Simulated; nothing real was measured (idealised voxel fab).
process module | voxel self aligned vias
cross-section cut | 200 nm wide | cells 5 nm
A cross-section is a grid of square cells, given in bands from the top down. A band is one or more rows of cells.
Each band's line starts with the height of the band's top and of its bottom, in nm. Then come its materials from left to right, each with its width in nm. One material with "throughout" fills the band from edge to edge. "air" is empty space.
Height 0 is the level under which the wafer as received is all one material. The lowest band goes on downwards, as in "0 down".
A width such as "30 to 40" changes by the same amount from each row of cells to the next, from the band's top row to its bottom row.
"no change" after a step means that no cell of the cross-section changed.
closed voids: empty space of 8 cells or more with no open way to the top, each as width x height at its distance from the left edge, in nm
after a step's settings: what the simulator itself notes on the step
overlay nm, on a step with a mask: how far to the right of its planned place the mask lay; to the left if negative
plan
1 op RECEIVE | material Si
2 op CONFORMAL_DEP | material SiO2 | thk nm 10
3 op CONFORMAL_DEP | material SiCN | thk nm 5
4 op DIRECTIONAL_DEP | material SiO2 | thk nm 20
5 op MASKED_ETCH | tone open | mask id LINES | width nm 30 | pitch nm 75 | etch materials SiO2 | depth nm 20 | overlay nm 0
6 op CONFORMAL_DEP | material TiN | thk nm 5
7 op FILL_DEP | material Ru | thk nm 5
8 op CMP | height nm 35
9 op SELECTIVE_ETCH | etch materials W Ru TiN | depth nm 5
10 op FILL_DEP | material SiN | thk nm 5
11 op CMP | height nm 35
12 op DIRECTIONAL_DEP | material SiO2 | thk nm 20
13 op MASKED_ETCH | tone open | mask id VIAS | width nm 50 | pitch nm 75 | etch materials SiO2 | depth nm 20 | overlay nm 0
14 op MASKED_ETCH | tone open | mask id VIAS | width nm 50 | pitch nm 75 | etch materials SiN | depth nm 5 | overlay nm -15
15 op CONFORMAL_DEP | material TiN | thk nm 5
16 op FILL_DEP | material W | thk nm 5
17 op CMP | height nm 55
18 op CONFORMAL_DEP | material SiN | thk nm 5
varied across the wafers: overlay nm of step 14. The plan shows the first wafer's value. All wafers start alike
first wafer as received, after step 1
  0 down: Si throughout
  closed voids: none
first wafer at the end, after step 18
  60 to 55: SiN throughout
  55 to 40: SiO2 35 | TiN 5 | W 40 | TiN 5 | SiO2 25 | TiN 5 | W 40 | TiN 5 | SiO2 40
  40 to 35: SiO2 35 | TiN 15 | W 15 | TiN 20 | SiO2 25 | TiN 15 | W 15 | TiN 20 | SiO2 40
  35 to 30: SiO2 45 | TiN 25 | SiN 5 | SiO2 45 | TiN 25 | SiN 5 | SiO2 50
  30 to 20: SiO2 45 | TiN 5 | Ru 20 | TiN 5 | SiO2 45 | TiN 5 | Ru 20 | TiN 5 | SiO2 50
  20 to 15: SiO2 45 | TiN 30 | SiO2 45 | TiN 30 | SiO2 50
  15 to 10: SiCN throughout
  10 to 0: SiO2 throughout
  0 down: Si throughout
  closed voids: none
last wafer at the end
  60 to 55: SiN throughout
  55 to 40: SiO2 35 | TiN 5 | W 40 | TiN 5 | SiO2 25 | TiN 5 | W 40 | TiN 5 | SiO2 40
  40 to 35: SiO2 35 | TiN 20 | W 15 | TiN 15 | SiO2 25 | TiN 20 | W 15 | TiN 15 | SiO2 40
  35 to 30: SiO2 45 | SiN 5 | TiN 25 | SiO2 45 | SiN 5 | TiN 25 | SiO2 50
  30 to 20: SiO2 45 | TiN 5 | Ru 20 | TiN 5 | SiO2 45 | TiN 5 | Ru 20 | TiN 5 | SiO2 50
  20 to 15: SiO2 45 | TiN 30 | SiO2 45 | TiN 30 | SiO2 50
  15 to 10: SiCN throughout
  10 to 0: SiO2 throughout
  0 down: Si throughout
  closed voids: none
each wafer at the end: cells of each material gained (+) or lost (-) since it was received, then its closed voids
overlay nm -15 | +16 Ru | +40 SiCN | +42 SiN | +272 SiO2 | +56 TiN | +54 W | closed voids: none
overlay nm -10 | +16 Ru | +40 SiCN | +40 SiN | +272 SiO2 | +56 TiN | +56 W | closed voids: none
overlay nm -5 | +16 Ru | +40 SiCN | +40 SiN | +272 SiO2 | +56 TiN | +56 W | closed voids: none
overlay nm 0 | +16 Ru | +40 SiCN | +40 SiN | +272 SiO2 | +56 TiN | +56 W | closed voids: none
overlay nm 5 | +16 Ru | +40 SiCN | +40 SiN | +272 SiO2 | +56 TiN | +56 W | closed voids: none
overlay nm 10 | +16 Ru | +40 SiCN | +40 SiN | +272 SiO2 | +56 TiN | +56 W | closed voids: none
overlay nm 15 | +16 Ru | +40 SiCN | +42 SiN | +272 SiO2 | +56 TiN | +54 W | closed voids: none
